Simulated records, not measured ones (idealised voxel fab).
The following is a process module called voxel air gaps.
Displayed cross-section: cut, width of 270 nm, square cells sized 5 nm.
In this document a cross-section is written as a grid of square cells. It is given as a series of bands, listed from the top down, and a band is one or more rows of cells.
Band entry format. Leading values: height of top, height of bottom, nm. Remainder: materials in left-to-right order, each with its width in nm. Special words: "full width" on a single material, which then fills the band edge to edge; "air", empty space.
Heights are measured from 0, the level below which the as-received wafer is all one material; the lowest band has no bottom and continues downward, written as in "0..down".
The notation "30 to 40" denotes a width that varies across the rows of cells in the band, beginning at the first number in the top row, finishing at the second number in the bottom row, and changing by an identical amount from each row to the next.
Any step labelled "nothing altered" changed none of the cells in the cross-section.
If an empty space has no open way to the top and is at least 8 cells in size, "Listed closed voids" lists it, written width x height at distance, where distance is measured from the left edge and every value is in nm.
Text after the settings on a step's line: the simulator's own remark on that step.
Regarding "overlay nm": on a step with a mask, it is the distance the mask lay to the right of its planned place; a negative value places it to the left.
[This section lists the process steps that were planned]
- 1: RECEIVE,material Si
- 2: CONFORMAL_DEP,material SiO2,thk nm 15
- 3: CONFORMAL_DEP,material SiCN,thk nm 5
- 4: DIRECTIONAL_DEP,material lowk,thk nm 30
- 5: PATTERN,tone open,mask id LINES,material resist,width nm 15,pitch nm 50,thk nm 15,overlay nm 0
- 6: DIRECTIONAL_ETCH,etch materials lowk,depth nm 30
- 7: STRIP,etch materials resist
- 8: CONFORMAL_DEP,material TiN,thk nm 5
- 9: FILL_DEP,material W,thk nm 5
- 10: CMP,height nm 50
- 11: EPI,material Ru,thk nm 10
- 12: SELECTIVE_ETCH,etch materials lowk,depth nm 40
- 13: CONFORMAL_DEP,material SiCN,thk nm 5
varied across the wafers: width nm of step 5. The plan shows the first wafer's value. All wafers start alike
[This is how the first of several wafers looked in cross-section when it arrived, which is after step 1]
0..down  Si full width
Listed closed voids: none
[Shown in cross-section: the first of several wafers at the end of the module, after its last step, step 13]
65..60  60 nm air  45 nm SiCN  5 nm air  45 nm SiCN  5 nm air  45 nm SiCN  65 nm air
60..50  60 nm air  5 nm SiCN  35 nm Ru  5 nm SiCN  5 nm air  5 nm SiCN  35 nm Ru  5 nm SiCN  5 nm air  5 nm SiCN  35 nm Ru  5 nm SiCN  65 nm air
50..45  60 nm air  15 nm SiCN  5 nm TiN  5 nm W  5 nm TiN  15 nm SiCN  5 nm air  15 nm SiCN  5 nm TiN  5 nm W  5 nm TiN  15 nm SiCN  5 nm air  15 nm SiCN  5 nm TiN  5 nm W  5 nm TiN  15 nm SiCN  65 nm air
45..25  70 nm air  5 nm SiCN  5 nm TiN  5 nm W  5 nm TiN  5 nm SiCN  25 nm air  5 nm SiCN  5 nm TiN  5 nm W  5 nm TiN  5 nm SiCN  25 nm air  5 nm SiCN  5 nm TiN  5 nm W  5 nm TiN  5 nm SiCN  75 nm air
25..20  75 nm SiCN  15 nm TiN  35 nm SiCN  15 nm TiN  35 nm SiCN  15 nm TiN  80 nm SiCN
20..15  SiCN full width
15..0  SiO2 full width
0..down  Si full width
Listed closed voids: none
[Cross-section, module end, final of several wafers]
65..60  50 nm air  165 nm SiCN  55 nm air
60..50  50 nm air  5 nm SiCN  155 nm Ru  5 nm SiCN  55 nm air
50..45  50 nm air  15 nm SiCN  5 nm TiN  25 nm W  5 nm TiN  15 nm lowk  5 nm TiN  25 nm W  5 nm TiN  15 nm lowk  5 nm TiN  25 nm W  5 nm TiN  15 nm SiCN  55 nm air
45..25  60 nm air  5 nm SiCN  5 nm TiN  25 nm W  5 nm TiN  15 nm lowk  5 nm TiN  25 nm W  5 nm TiN  15 nm lowk  5 nm TiN  25 nm W  5 nm TiN  5 nm SiCN  65 nm air
25..20  65 nm SiCN  35 nm TiN  15 nm lowk  35 nm TiN  15 nm lowk  35 nm TiN  70 nm SiCN
20..15  SiCN full width
15..0  SiO2 full width
0..down  Si full width
Listed closed voids: none
[Wafer rows, end of module: cells per material gained (+) or lost (-) since receipt; closed voids last]
width nm 15 | +42 Ru | +180 SiCN | +162 SiO2 | +39 TiN | +15 W | Listed closed voids: none
width nm 20 | +48 Ru | +180 SiCN | +162 SiO2 | +42 TiN | +30 W | Listed closed voids: 20 x 20 at 100; 20 x 20 at 150
width nm 25 | +54 Ru | +172 SiCN | +162 SiO2 | +45 TiN | +45 W | Listed closed voids: 15 x 20 at 100; 15 x 20 at 150
width nm 30 | +60 Ru | +132 SiCN | +162 SiO2 | +48 TiN | +60 W | +48 lowk | Listed closed voids: none
width nm 35 | +62 Ru | +132 SiCN | +162 SiO2 | +51 TiN | +75 W | +36 lowk | Listed closed voids: none
